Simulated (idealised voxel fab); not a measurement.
This is a process module. Its name is voxel quadruple lines.
Each square cell in cross-section cut measures 5 nm, and the section as a whole is 280 nm wide.
We lay out every cross-section as a grid of square cells and spell it out in bands from the top down, where one band means one or more rows of cells.
Within each band entry, the heights of the top and of the bottom of the band appear first, in that order and in nm; the materials of the band then follow from left to right, each with its corresponding width in nm. The designation "everywhere" on a single material indicates that it fills the band from edge to edge; the designation "empty" indicates empty space.
The level at which height equals 0 is the one under which the wafer, as it arrives, is entirely one material. No lower edge exists for the bottom band, which continues downward and is notated as in "0 -> down".
With a width like "30..40", each row of cells in the band differs from the next by the same amount, the top row carrying the first number and the bottom row the second.
Basically "no change" means that step didn't change any cell in the cross-section.
Reported under the label "Cavities, sealed" are the empty spaces having no open way to the top and comprising 8 cells or more; the notation for each is width x height at distance, in which the distance is measured from the left edge and all three values are in nm.
The remark found on a step's line after its settings is issued by the simulator itself and pertains to that step.
overlay nm: right-of-plan distance of the mask on a masked step; negative values mean left-of-plan.

Below is the list of planned process steps:
1. RECEIVE, material Si
2. CONFORMAL_DEP, material SiO2, thk nm 10
3. DIRECTIONAL_DEP, material W, thk nm 10
4. DIRECTIONAL_DEP, material polySi, thk nm 20
5. DIRECTIONAL_DEP, material aC, thk nm 20
6. PATTERN, tone cover, mask id MANDREL, material resist, width nm 20, pitch nm 60, thk nm 25, overlay nm 0
7. DIRECTIONAL_ETCH, etch materials aC, depth nm 20
8. STRIP, etch materials resist
9. CONFORMAL_DEP, material SiO2, thk nm 10
10. DIRECTIONAL_ETCH, etch materials SiO2, depth nm 10
11. STRIP, etch materials aC
12. DIRECTIONAL_ETCH, etch materials polySi, depth nm 20
13. STRIP, etch materials SiO2
14. CONFORMAL_DEP, material SiCN, thk nm 5
15. DIRECTIONAL_ETCH, etch materials SiCN, depth nm 5
16. STRIP, etch materials polySi
17. DIRECTIONAL_ETCH, etch materials W, depth nm 10
18. STRIP, etch materials SiCN

Cross-section, incoming material, after step 1:
	0 -> down | Si everywhere
	Cavities, sealed: none

Starting wafer: above. Plan: above. Run: one mistake. Cross-section after the module: below:
	20 -> 10 | empty (95)  W (5)  empty (20)  W (5)  empty (30)  W (5)  empty (20)  W (5)  empty (95)
	10 -> 0 | SiO2 everywhere
	0 -> down | Si everywhere
	Cavities, sealed: none
Deviation from plan: heads up, step 6 didn't go per plan, it actually ran as PATTERN, tone open, mask id MANDREL, material resist, width nm 20, pitch nm 60, thk nm 25, overlay nm 0
